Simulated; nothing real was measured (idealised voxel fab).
process module | voxel ribs on slabs
cross-section cut | 250 nm wide | cells 5 nm
A cross-section is a grid of square cells, given in bands from the top down. A band is one or more rows of cells.
Each band's line starts with the height of the band's top and of its bottom, in nm. Then come its materials from left to right, each with its width in nm. One material with "throughout" fills the band from edge to edge. "air" is empty space.
Height 0 is the level under which the wafer as received is all one material. The lowest band goes on downwards, as in "0 down".
A width such as "30 to 40" changes by the same amount from each row of cells to the next, from the band's top row to its bottom row.
"no change" after a step means that no cell of the cross-section changed.
closed voids: empty space of 8 cells or more with no open way to the top, each as width x height at its distance from the left edge, in nm
after a step's settings: what the simulator itself notes on the step
overlay nm, on a step with a mask: how far to the right of its planned place the mask lay; to the left if negative
plan
1 op RECEIVE | material Si
2 op DIRECTIONAL_DEP | material SiO2 | thk nm 20
3 op DIRECTIONAL_DEP | material SiN | thk nm 20
4 op PATTERN | tone cover | mask id RIB | material resist | width nm 25 | thk nm 20 | overlay nm 0
5 op DIRECTIONAL_ETCH | etch materials SiN | depth nm 10
6 op STRIP | etch materials resist
7 op PATTERN | tone cover | mask id SLAB | material resist | width nm 55 | thk nm 15 | overlay nm 0
8 op DIRECTIONAL_ETCH | etch materials SiN | depth nm 10
9 op STRIP | etch materials resist
10 op FILL_DEP | material SiO2 | thk nm 15
11 op CMP | height nm 50
12 op DIRECTIONAL_DEP | material TiN | thk nm 10
13 op MASKED_ETCH | tone cover | mask id HEATER | width nm 35 | etch materials TiN | depth nm 10 | overlay nm 0
14 op CONFORMAL_DEP | material SiN | thk nm 10
as received, after step 1
  0 down: Si throughout
  closed voids: none
first wafer at the end, as planned
  70 to 60: air 95 | SiN 55 | air 100
  60 to 50: SiN 105 | TiN 35 | SiN 110
  50 to 40: SiO2 throughout
  40 to 30: SiO2 110 | SiN 25 | SiO2 115
  30 to 20: SiO2 95 | SiN 55 | SiO2 100
  20 to 0: SiO2 throughout
  0 down: Si throughout
  closed voids: none
second wafer at the end: like start, like plan, one mistake
  70 to 60: air 95 | SiN 55 | air 100
  60 to 50: SiN 105 | TiN 35 | SiN 110
  50 to 40: SiO2 throughout
  40 to 30: SiO2 95 | SiN 15 | SiO2 25 | SiN 15 | SiO2 100
  30 to 20: SiN throughout
  20 to 0: SiO2 throughout
  0 down: Si throughout
  closed voids: none
what went wrong: step 4 ran as: op PATTERN | tone open | mask id RIB | material resist | width nm 25 | thk nm 20 | overlay nm 0
at the end the second wafer has, in cells: 80 more of SiN | 80 fewer of SiO2
